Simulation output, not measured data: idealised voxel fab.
Module name: voxel self aligned contacts (process module)
Xsec cut, 225 nm wide, square cell size 5 nm.
Just so we're on the same page, the cross-sections are grids of square cells, and they're listed out in bands top to bottom, each band one or more rows deep. In this notation a band is specified by the heights of its top and bottom, in that order and in nm, after which its materials appear from left to right, each paired with its width in nm. The word "throughout" attached to a single material means that material fills the band from edge to edge; the word "blank" stands for empty space. Measure heights from 0. That's the level where, below it, the as-received wafer is all one material. The lowest band is bottomless and extends downward; write it as in "from 0 down". Graded width ("30->40"): value in top row of band = first number; value in bottom row = second number; row-to-row change constant. "stayed the same", as given for a step, is the statement that not any cell of the cross-section underwent a change during that step. The entry titled "Fully sealed voids" provides the empty spaces that have no open way to the top, restricted to those of 8 cells or more. Each is presented as width x height at distance, the distance being measured from the left edge, with all three in nm. On each step's line, the part that comes after the settings is the simulator's own comment on the step. "overlay nm", when on a step's line for a step with a mask, measures how far to the right of its planned place the mask lay; a negative measure means to the left.

[The following list gives the planned process steps]
step 1: RECEIVE [material Si]
step 2: CONFORMAL_DEP [material SiO2] [thk nm 5]
step 3: DIRECTIONAL_DEP [material polySi] [thk nm 30]
step 4: DIRECTIONAL_DEP [material SiN] [thk nm 15]
step 5: DIRECTIONAL_DEP [material aC] [thk nm 15]
step 6: PATTERN [tone cover] [mask id GATE] [material resist] [width nm 30] [pitch nm 65] [thk nm 35] [overlay nm 0]
step 7: DIRECTIONAL_ETCH [etch materials aC] [depth nm 15]
step 8: STRIP [etch materials resist]
step 9: DIRECTIONAL_ETCH [etch materials SiN] [depth nm 15]
step 10: DIRECTIONAL_ETCH [etch materials polySi] [depth nm 30]
step 11: STRIP [etch materials aC]
step 12: CONFORMAL_DEP [material SiN] [thk nm 5]
step 13: DIRECTIONAL_ETCH [etch materials SiN] [depth nm 5]
step 14: FILL_DEP [material SiO2] [thk nm 15]
step 15: CMP [height nm 55]
step 16: MASKED_ETCH [tone open] [mask id CONTACT] [width nm 45] [etch materials SiO2] [depth nm 55] [overlay nm 0]
step 17: CONFORMAL_DEP [material TiN] [thk nm 5]
step 18: FILL_DEP [material W] [thk nm 5]
step 19: CMP [height nm 55]
step 20: CONFORMAL_DEP [material SiN] [thk nm 5]

[The first wafer of two, processed as planned]

[Cross-section: wafer on arrival = after step 1]
	from 0 down | Si throughout
	Fully sealed voids: none

[The wafer in cross-section once step 2 is complete]
	from 5 to 0 | SiO2 throughout
	Everything below 0 is unchanged.

[The wafer in cross-section once step 3 is complete]
	from 35 to 5 | polySi throughout
	Everything below 5 is unchanged.

[The wafer in cross-section once step 4 is complete]
	from 50 to 35 | SiN throughout
	Everything below 35 is unchanged.

[The wafer in cross-section once step 5 is complete]
	from 65 to 50 | aC throughout
	Everything below 50 is unchanged.

[The wafer in cross-section once step 6 is complete]
	from 100 to 65 | blank: 65, resist: 30, blank: 35, resist: 30, blank: 65
	Everything below 65 is unchanged.

[The wafer in cross-section once step 7 is complete]
	from 85 to 65 | blank: 65, resist: 30, blank: 35, resist: 30, blank: 65
	from 65 to 50 | blank: 65, aC: 30, blank: 35, aC: 30, blank: 65
	Everything below 50 is unchanged.

[The wafer in cross-section once step 8 is complete]
	from 65 to 50 | blank: 65, aC: 30, blank: 35, aC: 30, blank: 65
	Everything below 50 is unchanged.

[The wafer in cross-section once step 9 is complete]
	from 65 to 50 | blank: 65, aC: 30, blank: 35, aC: 30, blank: 65
	from 50 to 35 | blank: 65, SiN: 30, blank: 35, SiN: 30, blank: 65
	Everything below 35 is unchanged.

[The wafer in cross-section once step 10 is complete]
	from 65 to 50 | blank: 65, aC: 30, blank: 35, aC: 30, blank: 65
	from 50 to 35 | blank: 65, SiN: 30, blank: 35, SiN: 30, blank: 65
	from 35 to 5 | blank: 65, polySi: 30, blank: 35, polySi: 30, blank: 65
	Everything below 5 is unchanged.

[The wafer in cross-section once step 11 is complete]
	from 50 to 35 | blank: 65, SiN: 30, blank: 35, SiN: 30, blank: 65
	Everything below 35 is unchanged.

[The wafer in cross-section once step 12 is complete]
	from 55 to 35 | blank: 60, SiN: 40, blank: 25, SiN: 40, blank: 60
	from 35 to 10 | blank: 60, SiN: 5, polySi: 30, SiN: 5, blank: 25, SiN: 5, polySi: 30, SiN: 5, blank: 60
	from 10 to 5 | SiN: 65, polySi: 30, SiN: 35, polySi: 30, SiN: 65
	Everything below 5 is unchanged.

[The wafer in cross-section once step 13 is complete]
	from 50 to 35 | blank: 60, SiN: 40, blank: 25, SiN: 40, blank: 60
	from 35 to 5 | blank: 60, SiN: 5, polySi: 30, SiN: 5, blank: 25, SiN: 5, polySi: 30, SiN: 5, blank: 60
	Everything below 5 is unchanged.

[The wafer in cross-section once step 14 is complete]
	from 65 to 50 | SiO2 throughout
	from 50 to 35 | SiO2: 60, SiN: 40, SiO2: 25, SiN: 40, SiO2: 60
	from 35 to 5 | SiO2: 60, SiN: 5, polySi: 30, SiN: 5, SiO2: 25, SiN: 5, polySi: 30, SiN: 5, SiO2: 60
	Everything below 5 is unchanged.

[The wafer in cross-section once step 15 is complete]
	from 55 to 50 | SiO2 throughout
	Everything below 50 is unchanged.

[The wafer in cross-section once step 16 is complete]
	from 55 to 50 | SiO2: 90, blank: 45, SiO2: 90
	from 50 to 35 | SiO2: 60, SiN: 40, blank: 25, SiN: 40, SiO2: 60
	from 35 to 5 | SiO2: 60, SiN: 5, polySi: 30, SiN: 5, blank: 25, SiN: 5, polySi: 30, SiN: 5, SiO2: 60
	from 5 to 0 | SiO2: 100, blank: 25, SiO2: 100
	Everything below 0 is unchanged.

[The wafer in cross-section once step 17 is complete]
	from 60 to 55 | TiN: 95, blank: 35, TiN: 95
	from 55 to 50 | SiO2: 90, TiN: 15, blank: 15, TiN: 15, SiO2: 90
	from 50 to 35 | SiO2: 60, SiN: 40, TiN: 5, blank: 15, TiN: 5, SiN: 40, SiO2: 60
	from 35 to 5 | SiO2: 60, SiN: 5, polySi: 30, SiN: 5, TiN: 5, blank: 15, TiN: 5, SiN: 5, polySi: 30, SiN: 5, SiO2: 60
	from 5 to 0 | SiO2: 100, TiN: 25, SiO2: 100
	Everything below 0 is unchanged.

[The wafer in cross-section once step 18 is complete]
	from 65 to 60 | W throughout
	from 60 to 55 | TiN: 95, W: 35, TiN: 95
	from 55 to 50 | SiO2: 90, TiN: 15, W: 15, TiN: 15, SiO2: 90
	from 50 to 35 | SiO2: 60, SiN: 40, TiN: 5, W: 15, TiN: 5, SiN: 40, SiO2: 60
	from 35 to 5 | SiO2: 60, SiN: 5, polySi: 30, SiN: 5, TiN: 5, W: 15, TiN: 5, SiN: 5, polySi: 30, SiN: 5, SiO2: 60
	Everything below 5 is unchanged.

[The wafer in cross-section once step 19 is complete]
	from 55 to 50 | SiO2: 90, TiN: 15, W: 15, TiN: 15, SiO2: 90
	Everything below 50 is unchanged.

[The wafer in cross-section once step 20 is complete]
	from 60 to 55 | SiN throughout
	Everything below 55 is unchanged.

[Wafer two: like wafer one in start and plan, but with one mistake in execution; identical up to and including step 4]

[Cross-sectional view of the second wafer at the intended end time of process step 5]
	from 65 to 50 | W throughout
	Everything below 50 is unchanged.

[Cross-sectional view of the second wafer at the intended end time of process step 6]
	from 100 to 65 | blank: 65, resist: 30, blank: 35, resist: 30, blank: 65
	Everything below 65 is unchanged.

[Cross-sectional view of the second wafer at the intended end time of process step 7]
	from 85 to 65 | blank: 65, resist: 30, blank: 35, resist: 30, blank: 65
	Everything below 65 is unchanged.

[Cross-sectional view of the second wafer at the intended end time of process step 8]
	from 65 to 50 | W throughout
	Everything below 50 is unchanged.

Cross-sectional view of the second wafer at the intended end time of process step 9: stayed the same

Cross-sectional view of the second wafer at the intended end time of process step 10: stayed the same

Cross-sectional view of the second wafer at the intended end time of process step 11: stayed the same

[Cross-sectional view of the second wafer at the intended end time of process step 12]
	from 70 to 65 | SiN throughout
	Everything below 65 is unchanged.

[Cross-sectional view of the second wafer at the intended end time of process step 13]
	from 65 to 50 | W throughout
	Everything below 50 is unchanged.

[Cross-sectional view of the second wafer at the intended end time of process step 14]
	from 80 to 65 | SiO2 throughout
	Everything below 65 is unchanged.

[Cross-sectional view of the second wafer at the intended end time of process step 15]
	from 55 to 50 | W throughout
	Everything below 50 is unchanged.

Cross-sectional view of the second wafer at the intended end time of process step 16: stayed the same

[Cross-sectional view of the second wafer at the intended end time of process step 17]
	from 60 to 55 | TiN throughout
	Everything below 55 is unchanged.

[Cross-sectional view of the second wafer at the intended end time of process step 18]
	from 65 to 60 | W throughout
	Everything below 60 is unchanged.

[Cross-sectional view of the second wafer at the intended end time of process step 19]
	from 55 to 50 | W throughout
	Everything below 50 is unchanged.

[Cross-sectional view of the second wafer at the intended end time of process step 20]
	from 60 to 55 | SiN throughout
	Everything below 55 is unchanged.
Run error: step 5, actual vs plan mismatch, actual run DIRECTIONAL_DEP [material W] [thk nm 15]
Wafer comparison, final, in cells, second relative to first, materials more or fewer: 63 more of SiN; 247 fewer of SiO2; 29 fewer of TiN; 15 more of W; 198 more of polySi
